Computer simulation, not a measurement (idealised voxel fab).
Presented below is a process module, voxel ribs on slabs.
265 nm wide, 5 nm square cells: that's cross-section cut.
Just so we're on the same page, the cross-sections are grids of square cells, and they're listed out in bands top to bottom, each band one or more rows deep. Each band's line starts with the height of the band's top and of its bottom, in nm. Then come its materials from left to right, each with its width in nm. One material with "full width" fills the band from edge to edge. "empty" is empty space. Where do heights start? At 0: under that level the wafer as delivered is made of one material only. And the lowest band has no floor; it just carries on downward, as in "0..down". Width "30..40": first value at the band's top row of cells, second value at its bottom row, equal change from row to row. A step reported as "nothing was modified" is a step in which no cell of the cross-section changed. Empty spaces counting at least 8 cells and having no open way to the top are listed in "Closed internal voids". The notation width x height at distance is used for each, the distance being from the left edge and all three values in nm. Step line, after settings: the simulator's comment on this step. Each step line may optionally specify "overlay nm", which for a step with a mask gives the rightward distance between the mask's planned place and where it lay, a negative value indicating the leftward direction.

PLAN
| 1 | op RECEIVE | material Si |
| 2 | op DIRECTIONAL_DEP | material SiO2 | thk nm 20 |
| 3 | op DIRECTIONAL_DEP | material polySi | thk nm 20 |
| 4 | op DIRECTIONAL_DEP | material aC | thk nm 15 |
| 5 | op PATTERN | tone cover | mask id RIB | material resist | width nm 20 | thk nm 30 | overlay nm 0 |
| 6 | op DIRECTIONAL_ETCH | etch materials aC | depth nm 15 |
| 7 | op STRIP | etch materials resist |
| 8 | op DIRECTIONAL_ETCH | etch materials polySi | depth nm 10 |
| 9 | op STRIP | etch materials aC |
| 10 | op MASKED_ETCH | tone cover | mask id SLAB | width nm 50 | etch materials polySi | depth nm 10 | overlay nm 0 |
| 11 | op FILL_DEP | material SiO2 | thk nm 15 |
| 12 | op CMP | height nm 50 |
| 13 | op DIRECTIONAL_DEP | material W | thk nm 10 |
| 14 | op MASKED_ETCH | tone cover | mask id HEATER | width nm 30 | etch materials W | depth nm 10 | overlay nm 0 |
| 15 | op CONFORMAL_DEP | material SiN | thk nm 5 |

THE FIRST WAFER OF TWO, PROCESSED AS PLANNED

THIS IS THE CROSS-SECTION OF THE WAFER AS WE RECEIVED IT, I.E. AFTER STEP 1
	0..down: Si full width
	Closed internal voids: none

CROSS-SECTION OF THE WAFER SUBSEQUENT TO STEP 2
	20..0: SiO2 full width
	Under 0: no change, same as before.

CROSS-SECTION OF THE WAFER SUBSEQUENT TO STEP 3
	40..20: polySi full width
	Under 20: no change, same as before.

CROSS-SECTION OF THE WAFER SUBSEQUENT TO STEP 4
	55..40: aC full width
	Under 40: no change, same as before.

CROSS-SECTION OF THE WAFER SUBSEQUENT TO STEP 5
	85..55: empty: 120 | resist: 20 | empty: 125
	Under 55: no change, same as before.

CROSS-SECTION OF THE WAFER SUBSEQUENT TO STEP 6
	70..55: empty: 120 | resist: 20 | empty: 125
	55..40: empty: 120 | aC: 20 | empty: 125
	Under 40: no change, same as before.

CROSS-SECTION OF THE WAFER SUBSEQUENT TO STEP 7
	55..40: empty: 120 | aC: 20 | empty: 125
	Under 40: no change, same as before.

CROSS-SECTION OF THE WAFER SUBSEQUENT TO STEP 8
	55..40: empty: 120 | aC: 20 | empty: 125
	40..30: empty: 120 | polySi: 20 | empty: 125
	Under 30: no change, same as before.

CROSS-SECTION OF THE WAFER SUBSEQUENT TO STEP 9
	40..30: empty: 120 | polySi: 20 | empty: 125
	Under 30: no change, same as before.

CROSS-SECTION OF THE WAFER SUBSEQUENT TO STEP 10
	40..30: empty: 120 | polySi: 20 | empty: 125
	30..20: empty: 105 | polySi: 50 | empty: 110
	Under 20: no change, same as before.

CROSS-SECTION OF THE WAFER SUBSEQUENT TO STEP 11
	55..40: SiO2 full width
	40..30: SiO2: 120 | polySi: 20 | SiO2: 125
	30..20: SiO2: 105 | polySi: 50 | SiO2: 110
	Under 20: no change, same as before.

CROSS-SECTION OF THE WAFER SUBSEQUENT TO STEP 12
	50..40: SiO2 full width
	Under 40: no change, same as before.

CROSS-SECTION OF THE WAFER SUBSEQUENT TO STEP 13
	60..50: W full width
	Under 50: no change, same as before.

CROSS-SECTION OF THE WAFER SUBSEQUENT TO STEP 14
	60..50: empty: 115 | W: 30 | empty: 120
	Under 50: no change, same as before.

CROSS-SECTION OF THE WAFER SUBSEQUENT TO STEP 15
	65..60: empty: 110 | SiN: 40 | empty: 115
	60..55: empty: 110 | SiN: 5 | W: 30 | SiN: 5 | empty: 115
	55..50: SiN: 115 | W: 30 | SiN: 120
	Under 50: no change, same as before.

WHAT FOLLOWS CONCERNS THE SECOND WAFER, WHICH STARTED OUT LIKE THE FIRST AND WAS MEANT TO FOLLOW THE VERY SAME PLAN; ONE MISTAKE CREPT IN WHEN IT WAS RUN, BUT EVERYTHING UP TO AND INCLUDING STEP 1 IS THE SAME AS FOR THE FIRST WAFER

X-SECTION, SECOND WAFER, WHEN STEP 2 WAS DUE TO FINISH
	40..0: SiO2 full width
	Under 0: no change, same as before.

X-SECTION, SECOND WAFER, WHEN STEP 3 WAS DUE TO FINISH
	60..40: polySi full width
	Under 40: no change, same as before.

X-SECTION, SECOND WAFER, WHEN STEP 4 WAS DUE TO FINISH
	75..60: aC full width
	Under 60: no change, same as before.

X-SECTION, SECOND WAFER, WHEN STEP 5 WAS DUE TO FINISH
	105..75: empty: 120 | resist: 20 | empty: 125
	Under 75: no change, same as before.

X-SECTION, SECOND WAFER, WHEN STEP 6 WAS DUE TO FINISH
	90..75: empty: 120 | resist: 20 | empty: 125
	75..60: empty: 120 | aC: 20 | empty: 125
	Under 60: no change, same as before.

X-SECTION, SECOND WAFER, WHEN STEP 7 WAS DUE TO FINISH
	75..60: empty: 120 | aC: 20 | empty: 125
	Under 60: no change, same as before.

X-SECTION, SECOND WAFER, WHEN STEP 8 WAS DUE TO FINISH
	75..60: empty: 120 | aC: 20 | empty: 125
	60..50: empty: 120 | polySi: 20 | empty: 125
	Under 50: no change, same as before.

X-SECTION, SECOND WAFER, WHEN STEP 9 WAS DUE TO FINISH
	60..50: empty: 120 | polySi: 20 | empty: 125
	Under 50: no change, same as before.

X-SECTION, SECOND WAFER, WHEN STEP 10 WAS DUE TO FINISH
	60..50: empty: 120 | polySi: 20 | empty: 125
	50..40: empty: 105 | polySi: 50 | empty: 110
	Under 40: no change, same as before.

X-SECTION, SECOND WAFER, WHEN STEP 11 WAS DUE TO FINISH
	75..60: SiO2 full width
	60..50: SiO2: 120 | polySi: 20 | SiO2: 125
	50..40: SiO2: 105 | polySi: 50 | SiO2: 110
	Under 40: no change, same as before.

X-SECTION, SECOND WAFER, WHEN STEP 12 WAS DUE TO FINISH
	50..40: SiO2: 105 | polySi: 50 | SiO2: 110
	Under 40: no change, same as before.

X-SECTION, SECOND WAFER, WHEN STEP 13 WAS DUE TO FINISH
	60..50: W full width
	Under 50: no change, same as before.

X-SECTION, SECOND WAFER, WHEN STEP 14 WAS DUE TO FINISH
	60..50: empty: 115 | W: 30 | empty: 120
	Under 50: no change, same as before.

X-SECTION, SECOND WAFER, WHEN STEP 15 WAS DUE TO FINISH
	65..60: empty: 110 | SiN: 40 | empty: 115
	60..55: empty: 110 | SiN: 5 | W: 30 | SiN: 5 | empty: 115
	55..50: SiN: 115 | W: 30 | SiN: 120
	Under 50: no change, same as before.
The mistake made against the process plan was this: it should be noted that step 2 of the plan was executed twice
The second wafer ends with more or fewer cells of some materials than the first, per final count: 8 more of SiO2; 8 fewer of polySi
